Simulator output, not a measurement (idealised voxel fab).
process module | voxel quadruple lines
cross-section cut | 245 nm wide | cells 5 nm
A cross-section is a grid of square cells, given in bands from the top down. A band is one or more rows of cells.
Each band's line starts with the height of the band's top and of its bottom, in nm. Then come its materials from left to right, each with its width in nm. One material with "throughout" fills the band from edge to edge. "air" is empty space.
Height 0 is the level under which the wafer as received is all one material. The lowest band goes on downwards, as in "0 down".
A width such as "30 to 40" changes by the same amount from each row of cells to the next, from the band's top row to its bottom row.
"no change" after a step means that no cell of the cross-section changed.
closed voids: empty space of 8 cells or more with no open way to the top, each as width x height at its distance from the left edge, in nm
after a step's settings: what the simulator itself notes on the step
overlay nm, on a step with a mask: how far to the right of its planned place the mask lay; to the left if negative
plan
1 op RECEIVE | material Si
2 op CONFORMAL_DEP | material Al2O3 | thk nm 5
3 op DIRECTIONAL_DEP | material TiN | thk nm 10
4 op DIRECTIONAL_DEP | material polySi | thk nm 20
5 op DIRECTIONAL_DEP | material aC | thk nm 25
6 op PATTERN | tone cover | mask id MANDREL | material resist | width nm 35 | pitch nm 100 | thk nm 30 | overlay nm 0
7 op DIRECTIONAL_ETCH | etch materials aC | depth nm 25
8 op STRIP | etch materials resist
9 op CONFORMAL_DEP | material SiO2 | thk nm 15
10 op DIRECTIONAL_ETCH | etch materials SiO2 | depth nm 15
11 op STRIP | etch materials aC
12 op DIRECTIONAL_ETCH | etch materials polySi | depth nm 20
13 op STRIP | etch materials SiO2
14 op CONFORMAL_DEP | material SiCN | thk nm 10
15 op DIRECTIONAL_ETCH | etch materials SiCN | depth nm 10
16 op STRIP | etch materials polySi
17 op DIRECTIONAL_ETCH | etch materials TiN | depth nm 10
18 op STRIP | etch materials SiCN
first wafer, as planned
as received, after step 1
  0 down: Si throughout
  closed voids: none
after step 2
  5 to 0: Al2O3 throughout
  below 0: unchanged
after step 3
  15 to 5: TiN throughout
  below 5: unchanged
after step 4
  35 to 15: polySi throughout
  below 15: unchanged
after step 5
  60 to 35: aC throughout
  below 35: unchanged
after step 6
  90 to 60: air 55 | resist 35 | air 65 | resist 35 | air 55
  below 60: unchanged
after step 7
  65 to 60: air 55 | resist 35 | air 65 | resist 35 | air 55
  60 to 35: air 55 | aC 35 | air 65 | aC 35 | air 55
  below 35: unchanged
after step 8
  60 to 35: air 55 | aC 35 | air 65 | aC 35 | air 55
  below 35: unchanged
after step 9
  75 to 60: air 40 | SiO2 65 | air 35 | SiO2 65 | air 40
  60 to 50: air 40 | SiO2 15 | aC 35 | SiO2 15 | air 35 | SiO2 15 | aC 35 | SiO2 15 | air 40
  50 to 35: SiO2 55 | aC 35 | SiO2 65 | aC 35 | SiO2 55
  below 35: unchanged
after step 10
  60 to 35: air 40 | SiO2 15 | aC 35 | SiO2 15 | air 35 | SiO2 15 | aC 35 | SiO2 15 | air 40
  below 35: unchanged
after step 11
  60 to 35: air 40 | SiO2 15 | air 35 | SiO2 15 | air 35 | SiO2 15 | air 35 | SiO2 15 | air 40
  below 35: unchanged
after step 12
  60 to 35: air 40 | SiO2 15 | air 35 | SiO2 15 | air 35 | SiO2 15 | air 35 | SiO2 15 | air 40
  35 to 15: air 40 | polySi 15 | air 35 | polySi 15 | air 35 | polySi 15 | air 35 | polySi 15 | air 40
  below 15: unchanged
after step 13
  35 to 15: air 40 | polySi 15 | air 35 | polySi 15 | air 35 | polySi 15 | air 35 | polySi 15 | air 40
  below 15: unchanged
after step 14
  45 to 35: air 30 | SiCN 35 | air 15 | SiCN 35 | air 15 | SiCN 35 | air 15 | SiCN 35 | air 30
  35 to 25: air 30 | SiCN 10 | polySi 15 | SiCN 10 | air 15 | SiCN 10 | polySi 15 | SiCN 10 | air 15 | SiCN 10 | polySi 15 | SiCN 10 | air 15 | SiCN 10 | polySi 15 | SiCN 10 | air 30
  25 to 15: SiCN 40 | polySi 15 | SiCN 35 | polySi 15 | SiCN 35 | polySi 15 | SiCN 35 | polySi 15 | SiCN 40
  below 15: unchanged
after step 15
  35 to 15: air 30 | SiCN 10 | polySi 15 | SiCN 10 | air 15 | SiCN 10 | polySi 15 | SiCN 10 | air 15 | SiCN 10 | polySi 15 | SiCN 10 | air 15 | SiCN 10 | polySi 15 | SiCN 10 | air 30
  below 15: unchanged
after step 16
  35 to 15: air 30 | SiCN 10 | air 15 | SiCN 10 | air 15 | SiCN 10 | air 15 | SiCN 10 | air 15 | SiCN 10 | air 15 | SiCN 10 | air 15 | SiCN 10 | air 15 | SiCN 10 | air 30
  below 15: unchanged
after step 17
  35 to 15: air 30 | SiCN 10 | air 15 | SiCN 10 | air 15 | SiCN 10 | air 15 | SiCN 10 | air 15 | SiCN 10 | air 15 | SiCN 10 | air 15 | SiCN 10 | air 15 | SiCN 10 | air 30
  15 to 5: air 30 | TiN 10 | air 15 | TiN 10 | air 15 | TiN 10 | air 15 | TiN 10 | air 15 | TiN 10 | air 15 | TiN 10 | air 15 | TiN 10 | air 15 | TiN 10 | air 30
  below 5: unchanged
after step 18
  15 to 5: air 30 | TiN 10 | air 15 | TiN 10 | air 15 | TiN 10 | air 15 | TiN 10 | air 15 | TiN 10 | air 15 | TiN 10 | air 15 | TiN 10 | air 15 | TiN 10 | air 30
  below 5: unchanged
second wafer: like start, like plan, one mistake. Through step 1 it matches the first wafer
when step 2 should have ended
  10 to 0: TiN throughout
  below 0: unchanged
when step 3 should have ended
  15 to 10: Al2O3 throughout
  below 10: unchanged
when step 4 should have ended
  35 to 15: polySi throughout
  below 15: unchanged
when step 5 should have ended
  60 to 35: aC throughout
  below 35: unchanged
when step 6 should have ended
  90 to 60: air 55 | resist 35 | air 65 | resist 35 | air 55
  below 60: unchanged
when step 7 should have ended
  65 to 60: air 55 | resist 35 | air 65 | resist 35 | air 55
  60 to 35: air 55 | aC 35 | air 65 | aC 35 | air 55
  below 35: unchanged
when step 8 should have ended
  60 to 35: air 55 | aC 35 | air 65 | aC 35 | air 55
  below 35: unchanged
when step 9 should have ended
  75 to 60: air 40 | SiO2 65 | air 35 | SiO2 65 | air 40
  60 to 50: air 40 | SiO2 15 | aC 35 | SiO2 15 | air 35 | SiO2 15 | aC 35 | SiO2 15 | air 40
  50 to 35: SiO2 55 | aC 35 | SiO2 65 | aC 35 | SiO2 55
  below 35: unchanged
when step 10 should have ended
  60 to 35: air 40 | SiO2 15 | aC 35 | SiO2 15 | air 35 | SiO2 15 | aC 35 | SiO2 15 | air 40
  below 35: unchanged
when step 11 should have ended
  60 to 35: air 40 | SiO2 15 | air 35 | SiO2 15 | air 35 | SiO2 15 | air 35 | SiO2 15 | air 40
  below 35: unchanged
when step 12 should have ended
  60 to 35: air 40 | SiO2 15 | air 35 | SiO2 15 | air 35 | SiO2 15 | air 35 | SiO2 15 | air 40
  35 to 15: air 40 | polySi 15 | air 35 | polySi 15 | air 35 | polySi 15 | air 35 | polySi 15 | air 40
  below 15: unchanged
when step 13 should have ended
  35 to 15: air 40 | polySi 15 | air 35 | polySi 15 | air 35 | polySi 15 | air 35 | polySi 15 | air 40
  below 15: unchanged
when step 14 should have ended
  45 to 35: air 30 | SiCN 35 | air 15 | SiCN 35 | air 15 | SiCN 35 | air 15 | SiCN 35 | air 30
  35 to 25: air 30 | SiCN 10 | polySi 15 | SiCN 10 | air 15 | SiCN 10 | polySi 15 | SiCN 10 | air 15 | SiCN 10 | polySi 15 | SiCN 10 | air 15 | SiCN 10 | polySi 15 | SiCN 10 | air 30
  25 to 15: SiCN 40 | polySi 15 | SiCN 35 | polySi 15 | SiCN 35 | polySi 15 | SiCN 35 | polySi 15 | SiCN 40
  below 15: unchanged
when step 15 should have ended
  35 to 15: air 30 | SiCN 10 | polySi 15 | SiCN 10 | air 15 | SiCN 10 | polySi 15 | SiCN 10 | air 15 | SiCN 10 | polySi 15 | SiCN 10 | air 15 | SiCN 10 | polySi 15 | SiCN 10 | air 30
  below 15: unchanged
when step 16 should have ended
  35 to 15: air 30 | SiCN 10 | air 15 | SiCN 10 | air 15 | SiCN 10 | air 15 | SiCN 10 | air 15 | SiCN 10 | air 15 | SiCN 10 | air 15 | SiCN 10 | air 15 | SiCN 10 | air 30
  below 15: unchanged
when step 17 should have ended: no change
when step 18 should have ended
  15 to 10: Al2O3 throughout
  below 10: unchanged
what went wrong: steps 2 and 3 were swapped
at the end the second wafer has, in cells: 66 more of TiN
